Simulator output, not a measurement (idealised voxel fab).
A process module follows: voxel self aligned vias.
Section cut is 170 nm wide and gridded with 5 nm square cells.
We lay out every cross-section as a grid of square cells and spell it out in bands from the top down, where one band means one or more rows of cells.
This entry defines a band. It first specifies the height of the band's top and the height of its bottom in nm, and then specifies the band's materials from left to right, stating each material with its width in nm. The word "everywhere" identifies a single material that fills the band from edge to edge, while the word "air" identifies empty space.
Height 0 is the level under which the wafer as received is all one material. The lowest band goes on downwards, as in "z 0 and below".
Quick explanation for "30..40": the width changes in equal steps down the rows of cells, from the first number in the band's top row to the second number in its bottom row.
A step reported as "nothing altered" is a step in which no cell of the cross-section changed.
The label "Enclosed void inventory" introduces a list of the empty spaces, 8 cells or larger, that have no open way up to the top; each entry in it reads width x height at distance, where the distance is taken from the left edge and all three are stated in nm.
Post-settings text on a step line: simulator's own remark regarding the step.
On any step carrying a mask, the "overlay nm" setting, if present on the step's line, tells how far right of its planned place the mask lay; negative values point to the left.

-- Planned step list for the process
- 1: RECEIVE [material Si]
- 2: CONFORMAL_DEP [material SiO2] [thk nm 15]
- 3: CONFORMAL_DEP [material SiCN] [thk nm 5]
- 4: DIRECTIONAL_DEP [material lowk] [thk nm 20]
- 5: PATTERN [tone open] [mask id LINES] [material resist] [width nm 20] [pitch nm 55] [thk nm 20] [overlay nm 0]
- 6: DIRECTIONAL_ETCH [etch materials lowk] [depth nm 20]
- 7: STRIP [etch materials resist]
- 8: CONFORMAL_DEP [material TiN] [thk nm 5]
- 9: FILL_DEP [material Ru] [thk nm 5]
- 10: CMP [height nm 40]
- 11: SELECTIVE_ETCH [etch materials W Ru TiN] [depth nm 10]
- 12: FILL_DEP [material SiN] [thk nm 10]
- 13: CMP [height nm 40]
- 14: DIRECTIONAL_DEP [material lowk] [thk nm 20]
- 15: MASKED_ETCH [tone open] [mask id VIAS] [width nm 30] [pitch nm 110] [etch materials lowk] [depth nm 20] [overlay nm 0]
- 16: MASKED_ETCH [tone open] [mask id VIAS] [width nm 30] [pitch nm 110] [etch materials SiN] [depth nm 10] [overlay nm 0]
- 17: CONFORMAL_DEP [material TiN] [thk nm 5]
- 18: FILL_DEP [material Ru] [thk nm 10]
- 19: CMP [height nm 60]
- 20: CONFORMAL_DEP [material SiN] [thk nm 5]

-- First wafer of two (run as planned)

-- Wafer as received: cross-section following step 1
	z 0 and below | Si everywhere
	Enclosed void inventory: none

-- Step 2 complete: cross-section through the wafer
	z 15 to 0 | SiO2 everywhere
	Note: structure below 0 unchanged.

-- Step 3 complete: cross-section through the wafer
	z 20 to 15 | SiCN everywhere
	Note: structure below 15 unchanged.

-- Step 4 complete: cross-section through the wafer
	z 40 to 20 | lowk everywhere
	Note: structure below 20 unchanged.

-- Step 5 complete: cross-section through the wafer
	z 60 to 40 | resist 20 nm; air 20 nm; resist 35 nm; air 20 nm; resist 35 nm; air 20 nm; resist 20 nm
	Note: structure below 40 unchanged.

-- Step 6 complete: cross-section through the wafer
	z 60 to 40 | resist 20 nm; air 20 nm; resist 35 nm; air 20 nm; resist 35 nm; air 20 nm; resist 20 nm
	z 40 to 20 | lowk 20 nm; air 20 nm; lowk 35 nm; air 20 nm; lowk 35 nm; air 20 nm; lowk 20 nm
	Note: structure below 20 unchanged.

-- Step 7 complete: cross-section through the wafer
	z 40 to 20 | lowk 20 nm; air 20 nm; lowk 35 nm; air 20 nm; lowk 35 nm; air 20 nm; lowk 20 nm
	Note: structure below 20 unchanged.

-- Step 8 complete: cross-section through the wafer
	z 45 to 40 | TiN 25 nm; air 10 nm; TiN 45 nm; air 10 nm; TiN 45 nm; air 10 nm; TiN 25 nm
	z 40 to 25 | lowk 20 nm; TiN 5 nm; air 10 nm; TiN 5 nm; lowk 35 nm; TiN 5 nm; air 10 nm; TiN 5 nm; lowk 35 nm; TiN 5 nm; air 10 nm; TiN 5 nm; lowk 20 nm
	z 25 to 20 | lowk 20 nm; TiN 20 nm; lowk 35 nm; TiN 20 nm; lowk 35 nm; TiN 20 nm; lowk 20 nm
	Note: structure below 20 unchanged.

-- Step 9 complete: cross-section through the wafer
	z 50 to 45 | Ru everywhere
	z 45 to 40 | TiN 25 nm; Ru 10 nm; TiN 45 nm; Ru 10 nm; TiN 45 nm; Ru 10 nm; TiN 25 nm
	z 40 to 25 | lowk 20 nm; TiN 5 nm; Ru 10 nm; TiN 5 nm; lowk 35 nm; TiN 5 nm; Ru 10 nm; TiN 5 nm; lowk 35 nm; TiN 5 nm; Ru 10 nm; TiN 5 nm; lowk 20 nm
	Note: structure below 25 unchanged.

-- Step 10 complete: cross-section through the wafer
	z 40 to 25 | lowk 20 nm; TiN 5 nm; Ru 10 nm; TiN 5 nm; lowk 35 nm; TiN 5 nm; Ru 10 nm; TiN 5 nm; lowk 35 nm; TiN 5 nm; Ru 10 nm; TiN 5 nm; lowk 20 nm
	Note: structure below 25 unchanged.

-- Step 11 complete: cross-section through the wafer
	z 40 to 30 | lowk 20 nm; air 20 nm; lowk 35 nm; air 20 nm; lowk 35 nm; air 20 nm; lowk 20 nm
	Note: structure below 30 unchanged.

-- Step 12 complete: cross-section through the wafer
	z 50 to 40 | SiN everywhere
	z 40 to 30 | lowk 20 nm; SiN 20 nm; lowk 35 nm; SiN 20 nm; lowk 35 nm; SiN 20 nm; lowk 20 nm
	Note: structure below 30 unchanged.

-- Step 13 complete: cross-section through the wafer
	z 40 to 30 | lowk 20 nm; SiN 20 nm; lowk 35 nm; SiN 20 nm; lowk 35 nm; SiN 20 nm; lowk 20 nm
	Note: structure below 30 unchanged.

-- Step 14 complete: cross-section through the wafer
	z 60 to 40 | lowk everywhere
	Note: structure below 40 unchanged.

-- Step 15 complete: cross-section through the wafer
	z 60 to 40 | lowk 15 nm; air 30 nm; lowk 80 nm; air 30 nm; lowk 15 nm
	Note: structure below 40 unchanged.

-- Step 16 complete: cross-section through the wafer
	z 60 to 40 | lowk 15 nm; air 30 nm; lowk 80 nm; air 30 nm; lowk 15 nm
	z 40 to 30 | lowk 20 nm; air 20 nm; lowk 35 nm; SiN 20 nm; lowk 35 nm; air 20 nm; lowk 20 nm
	Note: structure below 30 unchanged.

-- Step 17 complete: cross-section through the wafer
	z 65 to 60 | TiN 20 nm; air 20 nm; TiN 90 nm; air 20 nm; TiN 20 nm
	z 60 to 45 | lowk 15 nm; TiN 5 nm; air 20 nm; TiN 5 nm; lowk 80 nm; TiN 5 nm; air 20 nm; TiN 5 nm; lowk 15 nm
	z 45 to 40 | lowk 15 nm; TiN 10 nm; air 10 nm; TiN 10 nm; lowk 80 nm; TiN 10 nm; air 10 nm; TiN 10 nm; lowk 15 nm
	z 40 to 35 | lowk 20 nm; TiN 5 nm; air 10 nm; TiN 5 nm; lowk 35 nm; SiN 20 nm; lowk 35 nm; TiN 5 nm; air 10 nm; TiN 5 nm; lowk 20 nm
	z 35 to 30 | lowk 20 nm; TiN 20 nm; lowk 35 nm; SiN 20 nm; lowk 35 nm; TiN 20 nm; lowk 20 nm
	Note: structure below 30 unchanged.

-- Step 18 complete: cross-section through the wafer
	z 75 to 65 | Ru everywhere
	z 65 to 60 | TiN 20 nm; Ru 20 nm; TiN 90 nm; Ru 20 nm; TiN 20 nm
	z 60 to 45 | lowk 15 nm; TiN 5 nm; Ru 20 nm; TiN 5 nm; lowk 80 nm; TiN 5 nm; Ru 20 nm; TiN 5 nm; lowk 15 nm
	z 45 to 40 | lowk 15 nm; TiN 10 nm; Ru 10 nm; TiN 10 nm; lowk 80 nm; TiN 10 nm; Ru 10 nm; TiN 10 nm; lowk 15 nm
	z 40 to 35 | lowk 20 nm; TiN 5 nm; Ru 10 nm; TiN 5 nm; lowk 35 nm; SiN 20 nm; lowk 35 nm; TiN 5 nm; Ru 10 nm; TiN 5 nm; lowk 20 nm
	Note: structure below 35 unchanged.

-- Step 19 complete: cross-section through the wafer
	z 60 to 45 | lowk 15 nm; TiN 5 nm; Ru 20 nm; TiN 5 nm; lowk 80 nm; TiN 5 nm; Ru 20 nm; TiN 5 nm; lowk 15 nm
	Note: structure below 45 unchanged.

-- Step 20 complete: cross-section through the wafer
	z 65 to 60 | SiN everywhere
	Note: structure below 60 unchanged.

-- Second of two: same start, same plan, one run error; steps up to and including 1 match the first

-- X-section, second wafer, when step 2 was due to finish
	z 30 to 0 | SiO2 everywhere
	Note: structure below 0 unchanged.

-- X-section, second wafer, when step 3 was due to finish
	z 35 to 30 | SiCN everywhere
	Note: structure below 30 unchanged.

-- X-section, second wafer, when step 4 was due to finish
	z 55 to 35 | lowk everywhere
	Note: structure below 35 unchanged.

-- X-section, second wafer, when step 5 was due to finish
	z 75 to 55 | resist 20 nm; air 20 nm; resist 35 nm; air 20 nm; resist 35 nm; air 20 nm; resist 20 nm
	Note: structure below 55 unchanged.

-- X-section, second wafer, when step 6 was due to finish
	z 75 to 55 | resist 20 nm; air 20 nm; resist 35 nm; air 20 nm; resist 35 nm; air 20 nm; resist 20 nm
	z 55 to 35 | lowk 20 nm; air 20 nm; lowk 35 nm; air 20 nm; lowk 35 nm; air 20 nm; lowk 20 nm
	Note: structure below 35 unchanged.

-- X-section, second wafer, when step 7 was due to finish
	z 55 to 35 | lowk 20 nm; air 20 nm; lowk 35 nm; air 20 nm; lowk 35 nm; air 20 nm; lowk 20 nm
	Note: structure below 35 unchanged.

-- X-section, second wafer, when step 8 was due to finish
	z 60 to 55 | TiN 25 nm; air 10 nm; TiN 45 nm; air 10 nm; TiN 45 nm; air 10 nm; TiN 25 nm
	z 55 to 40 | lowk 20 nm; TiN 5 nm; air 10 nm; TiN 5 nm; lowk 35 nm; TiN 5 nm; air 10 nm; TiN 5 nm; lowk 35 nm; TiN 5 nm; air 10 nm; TiN 5 nm; lowk 20 nm
	z 40 to 35 | lowk 20 nm; TiN 20 nm; lowk 35 nm; TiN 20 nm; lowk 35 nm; TiN 20 nm; lowk 20 nm
	Note: structure below 35 unchanged.

-- X-section, second wafer, when step 9 was due to finish
	z 65 to 60 | Ru everywhere
	z 60 to 55 | TiN 25 nm; Ru 10 nm; TiN 45 nm; Ru 10 nm; TiN 45 nm; Ru 10 nm; TiN 25 nm
	z 55 to 40 | lowk 20 nm; TiN 5 nm; Ru 10 nm; TiN 5 nm; lowk 35 nm; TiN 5 nm; Ru 10 nm; TiN 5 nm; lowk 35 nm; TiN 5 nm; Ru 10 nm; TiN 5 nm; lowk 20 nm
	Note: structure below 40 unchanged.

-- X-section, second wafer, when step 10 was due to finish
	z 40 to 35 | lowk 20 nm; TiN 20 nm; lowk 35 nm; TiN 20 nm; lowk 35 nm; TiN 20 nm; lowk 20 nm
	Note: structure below 35 unchanged.

-- X-section, second wafer, when step 11 was due to finish
	z 40 to 35 | lowk 20 nm; air 20 nm; lowk 35 nm; air 20 nm; lowk 35 nm; air 20 nm; lowk 20 nm
	Note: structure below 35 unchanged.

-- X-section, second wafer, when step 12 was due to finish
	z 50 to 40 | SiN everywhere
	z 40 to 35 | lowk 20 nm; SiN 20 nm; lowk 35 nm; SiN 20 nm; lowk 35 nm; SiN 20 nm; lowk 20 nm
	Note: structure below 35 unchanged.

-- X-section, second wafer, when step 13 was due to finish
	z 40 to 35 | lowk 20 nm; SiN 20 nm; lowk 35 nm; SiN 20 nm; lowk 35 nm; SiN 20 nm; lowk 20 nm
	Note: structure below 35 unchanged.

-- X-section, second wafer, when step 14 was due to finish
	z 60 to 40 | lowk everywhere
	Note: structure below 40 unchanged.

-- X-section, second wafer, when step 15 was due to finish
	z 60 to 40 | lowk 15 nm; air 30 nm; lowk 80 nm; air 30 nm; lowk 15 nm
	Note: structure below 40 unchanged.

-- X-section, second wafer, when step 16 was due to finish
	z 60 to 40 | lowk 15 nm; air 30 nm; lowk 80 nm; air 30 nm; lowk 15 nm
	z 40 to 35 | lowk 20 nm; air 20 nm; lowk 35 nm; SiN 20 nm; lowk 35 nm; air 20 nm; lowk 20 nm
	Note: structure below 35 unchanged.

-- X-section, second wafer, when step 17 was due to finish
	z 65 to 60 | TiN 20 nm; air 20 nm; TiN 90 nm; air 20 nm; TiN 20 nm
	z 60 to 45 | lowk 15 nm; TiN 5 nm; air 20 nm; TiN 5 nm; lowk 80 nm; TiN 5 nm; air 20 nm; TiN 5 nm; lowk 15 nm
	z 45 to 40 | lowk 15 nm; TiN 10 nm; air 10 nm; TiN 10 nm; lowk 80 nm; TiN 10 nm; air 10 nm; TiN 10 nm; lowk 15 nm
	z 40 to 35 | lowk 20 nm; TiN 20 nm; lowk 35 nm; SiN 20 nm; lowk 35 nm; TiN 20 nm; lowk 20 nm
	Note: structure below 35 unchanged.

-- X-section, second wafer, when step 18 was due to finish
	z 75 to 65 | Ru everywhere
	z 65 to 60 | TiN 20 nm; Ru 20 nm; TiN 90 nm; Ru 20 nm; TiN 20 nm
	z 60 to 45 | lowk 15 nm; TiN 5 nm; Ru 20 nm; TiN 5 nm; lowk 80 nm; TiN 5 nm; Ru 20 nm; TiN 5 nm; lowk 15 nm
	z 45 to 40 | lowk 15 nm; TiN 10 nm; Ru 10 nm; TiN 10 nm; lowk 80 nm; TiN 10 nm; Ru 10 nm; TiN 10 nm; lowk 15 nm
	Note: structure below 40 unchanged.

-- X-section, second wafer, when step 19 was due to finish
	z 60 to 45 | lowk 15 nm; TiN 5 nm; Ru 20 nm; TiN 5 nm; lowk 80 nm; TiN 5 nm; Ru 20 nm; TiN 5 nm; lowk 15 nm
	Note: structure below 45 unchanged.

-- X-section, second wafer, when step 20 was due to finish
	z 65 to 60 | SiN everywhere
	Note: structure below 60 unchanged.
Deviation noted in wafer processing: it should be noted that step 2 of the plan was executed twice
Bottom line after processing is that, in cells, the second wafer is up or down on some materials versus the first: -10 Ru | -4 SiN | +102 SiO2 | -22 TiN | -66 lowk
